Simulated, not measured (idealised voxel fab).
You're looking at the process module voxel wiring stack.
Section shown: cut. Width: 160 nm. Cell size: 5 nm, square.
Cross-section, as written here: a square-cell grid given band by band from the top down, where a band holds one or more rows of cells. Band: top height; bottom height; in nm. Then, left to right: material with width in nm, for each material. "edge to edge": a single material spanning edge to edge. "empty": empty space. We count height from 0. Below that, the starting wafer is all one material. The lowest band never ends at the bottom but goes on down; see "0 and below" for how that is written. Width spec "30->40" -> top row of cells at first value, bottom row at second value, equal per-row change in between. "no alteration" means the step left every cell of the cross-section as it was. For the entry "Tabulated closed voids", the listed items are empty spaces with no open way to the top whose size is 8 cells or more; each item follows the pattern width x height at distance, where distance is from the left edge and all three are in nm. That trailing text on a step's line, after the settings, is the simulator's own remark on the step. "overlay nm" denotes, for a step that has a mask, the displacement of the mask to the right of its planned place, with negative values corresponding to the left.

PROCESS STEPS - PLAN
1. RECEIVE [material Si]
2. CONFORMAL_DEP [material SiO2] [thk nm 15]
3. CONFORMAL_DEP [material SiCN] [thk nm 5]
4. DIRECTIONAL_DEP [material SiO2] [thk nm 15]
5. PATTERN [tone open] [mask id METAL_1] [material resist] [width nm 20] [pitch nm 35] [thk nm 15] [overlay nm 0]
6. DIRECTIONAL_ETCH [etch materials SiO2] [depth nm 15]
7. DIRECTIONAL_ETCH [etch materials SiCN] [depth nm 5]
8. STRIP [etch materials resist]
9. CONFORMAL_DEP [material TiN] [thk nm 5]
10. FILL_DEP [material Ru] [thk nm 5]
11. CMP [height nm 35]
12. EPI [material Ru] [thk nm 5]
13. FILL_DEP [material SiCN] [thk nm 5]
14. DIRECTIONAL_DEP [material lowk] [thk nm 30]
15. DIRECTIONAL_DEP [material aC] [thk nm 15]
16. PATTERN [tone open] [mask id METAL_2_HOLES] [material resist] [width nm 15] [pitch nm 35] [thk nm 30] [overlay nm 0]
17. DIRECTIONAL_ETCH [etch materials aC] [depth nm 15]
18. STRIP [etch materials resist]
19. DIRECTIONAL_ETCH [etch materials lowk] [depth nm 30]
20. STRIP [etch materials aC]
21. MASKED_ETCH [tone open] [mask id METAL_2] [width nm 20] [pitch nm 35] [etch materials lowk] [depth nm 20] [overlay nm 0]
22. MASKED_ETCH [tone open] [mask id METAL_2] [width nm 20] [pitch nm 35] [etch materials SiCN] [depth nm 5] [overlay nm 0]
23. CONFORMAL_DEP [material TiN] [thk nm 5]
24. FILL_DEP [material Cu] [thk nm 10]
25. CMP [height nm 75]
26. CONFORMAL_DEP [material SiN] [thk nm 5]

AS RECEIVED, AFTER STEP 1
    0 and below  Si edge to edge
    Tabulated closed voids: none

END STATE OF THE MODULE IN CROSS-SECTION, GIVEN THE ABOVE STARTING POINT AND PLAN AND ONE MISTAKE IN EXECUTION
    90 down to 85  SiN edge to edge
    85 down to 80  Cu edge to edge
    80 down to 75  TiN: 55 / Cu: 10 / TiN: 25 / Cu: 10 / TiN: 60
    75 down to 60  lowk: 50 / TiN: 5 / Cu: 10 / TiN: 5 / lowk: 15 / TiN: 5 / Cu: 10 / TiN: 5 / lowk: 55
    60 down to 55  lowk: 50 / TiN: 5 / Cu: 5 / TiN: 10 / lowk: 15 / TiN: 5 / Cu: 5 / TiN: 10 / lowk: 55
    55 down to 45  lowk: 50 / TiN: 5 / Cu: 5 / TiN: 5 / lowk: 20 / TiN: 5 / Cu: 5 / TiN: 5 / lowk: 60
    45 down to 40  SiCN: 50 / TiN: 15 / SiCN: 20 / TiN: 15 / SiCN: 60
    40 down to 35  SiCN: 45 / Ru: 30 / SiCN: 5 / Ru: 30 / SiCN: 50
    35 down to 20  SiO2: 50 / TiN: 5 / Ru: 10 / TiN: 5 / SiO2: 15 / TiN: 5 / Ru: 10 / TiN: 5 / SiO2: 55
    20 down to 15  SiCN: 50 / TiN: 20 / SiCN: 15 / TiN: 20 / SiCN: 55
    15 down to 0  SiO2 edge to edge
    0 and below  Si edge to edge
    Tabulated closed voids: none
Deviation noted in wafer processing: contrary to plan, step 25 was performed as CMP [height nm 85]
